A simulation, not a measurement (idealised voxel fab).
This section sets out a process module, namely voxel self aligned contacts.
Each square cell in cross-section cut measures 5 nm, and the section as a whole is 275 nm wide.
In this document a cross-section is written as a grid of square cells. It is given as a series of bands, listed from the top down, and a band is one or more rows of cells.
Top, bottom (nm), then materials left to right with widths (nm); lone material tagged "everywhere" fills the whole band edge to edge; "air" = empty space.
Basically, 0 is our baseline, since under it the wafer straight out of the box is all one material. The bottom band has no lower end and keeps on going down, so it looks like "0 nm and below".
Note: "30..40" means the width goes from the first number (top row of the band) to the second number (bottom row) in equal steps per row of cells.
What does "nothing different" mean for a step? It means no cell of the cross-section changed in that step.
"Non-vented voids" enumerates empty spaces isolated from the top, with no open way to it, that contain at least 8 cells, giving each as width x height at distance from the left edge, all three in nm.
Step line, after settings: the simulator's comment on this step.
The optional step-line setting "overlay nm" applies to steps with a mask and quantifies how far to the right of its planned location the mask lay, a negative value indicating leftward placement.

Process steps foreseen in the plan:
1. RECEIVE, material Si
2. OXIDIZE, depth nm 5
3. DIRECTIONAL_DEP, material polySi, thk nm 25
4. DIRECTIONAL_DEP, material SiN, thk nm 15
5. DIRECTIONAL_DEP, material aC, thk nm 10
6. PATTERN, tone cover, mask id GATE, material resist, width nm 35, pitch nm 65, thk nm 25, overlay nm 0
7. DIRECTIONAL_ETCH, etch materials aC, depth nm 10
8. STRIP, etch materials resist
9. DIRECTIONAL_ETCH, etch materials SiN, depth nm 15
10. DIRECTIONAL_ETCH, etch materials polySi, depth nm 25
11. STRIP, etch materials aC
12. CONFORMAL_DEP, material SiN, thk nm 5
13. DIRECTIONAL_ETCH, etch materials SiN, depth nm 5
14. FILL_DEP, material SiO2, thk nm 20
15. CMP, height nm 50
16. DIRECTIONAL_DEP, material aC, thk nm 15
17. PATTERN, tone open, mask id CONTACT, material resist, width nm 50, thk nm 35, overlay nm 0
18. DIRECTIONAL_ETCH, etch materials aC, depth nm 15
19. STRIP, etch materials resist
20. DIRECTIONAL_ETCH, etch materials SiO2, depth nm 55
21. STRIP, etch materials aC
22. CONFORMAL_DEP, material TiN, thk nm 5
23. FILL_DEP, material Ru, thk nm 5
24. CMP, height nm 50
25. CONFORMAL_DEP, material SiN, thk nm 5

So this is the incoming wafer in cross-section - it's already been through step 1:
    0 nm and below: Si everywhere
    Non-vented voids: none

This is how the wafer looks in cross-section once the module is done, given the starting state and plan above and one mistake in carrying the plan out:
    55 nm to 50 nm: SiN everywhere
    50 nm to 45 nm: SiO2 80 | SiN 45 | TiN 5 | Ru 10 | TiN 5 | SiN 45 | SiO2 85
    45 nm to 40 nm: SiO2 80 | SiN 45 | TiN 20 | SiN 45 | SiO2 85
    40 nm to 25 nm: SiN everywhere
    25 nm to 0 nm: polySi everywhere
    0 nm to -5 nm: SiO2 everywhere
    -5 nm and below: Si everywhere
    Non-vented voids: none
Heads up, the wafer didn't run the way we planned it: heads up, step 4 of the plan got done twice
